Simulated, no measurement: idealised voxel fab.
process module | voxel quadruple lines
cross-section cut | 275 nm wide | cells 5 nm
A cross-section is a grid of square cells, given in bands from the top down. A band is one or more rows of cells.
Each band's line starts with the height of the band's top and of its bottom, in nm. Then come its materials from left to right, each with its width in nm. One material with "throughout" fills the band from edge to edge. "air" is empty space.
Height 0 is the level under which the wafer as received is all one material. The lowest band goes on downwards, as in "0 down".
A width such as "30 to 40" changes by the same amount from each row of cells to the next, from the band's top row to its bottom row.
"no change" after a step means that no cell of the cross-section changed.
closed voids: empty space of 8 cells or more with no open way to the top, each as width x height at its distance from the left edge, in nm
after a step's settings: what the simulator itself notes on the step
overlay nm, on a step with a mask: how far to the right of its planned place the mask lay; to the left if negative
plan
1 op RECEIVE | material Si
2 op CONFORMAL_DEP | material SiO2 | thk nm 10
3 op DIRECTIONAL_DEP | material Ru | thk nm 10
4 op DIRECTIONAL_DEP | material polySi | thk nm 15
5 op DIRECTIONAL_DEP | material aC | thk nm 25
6 op PATTERN | tone cover | mask id MANDREL | material resist | width nm 25 | thk nm 35 | overlay nm 0
7 op DIRECTIONAL_ETCH | etch materials aC | depth nm 25
8 op STRIP | etch materials resist
9 op CONFORMAL_DEP | material SiO2 | thk nm 15
10 op DIRECTIONAL_ETCH | etch materials SiO2 | depth nm 15
11 op STRIP | etch materials aC
12 op DIRECTIONAL_ETCH | etch materials polySi | depth nm 15
13 op STRIP | etch materials SiO2
14 op CONFORMAL_DEP | material SiCN | thk nm 5
15 op DIRECTIONAL_ETCH | etch materials SiCN | depth nm 5
16 op STRIP | etch materials polySi
17 op DIRECTIONAL_ETCH | etch materials Ru | depth nm 10
18 op STRIP | etch materials SiCN
as received, after step 1
  0 down: Si throughout
  closed voids: none
a wafer at the end: this start, this plan, one mistake
  20 to 10: air 95 | Ru 5 | air 15 | Ru 5 | air 15 | Ru 5 | air 15 | Ru 5 | air 115
  10 to 0: SiO2 throughout
  0 down: Si throughout
  closed voids: none
what went wrong: step 6 ran as: op PATTERN | tone cover | mask id MANDREL | material resist | width nm 25 | thk nm 35 | overlay nm -10
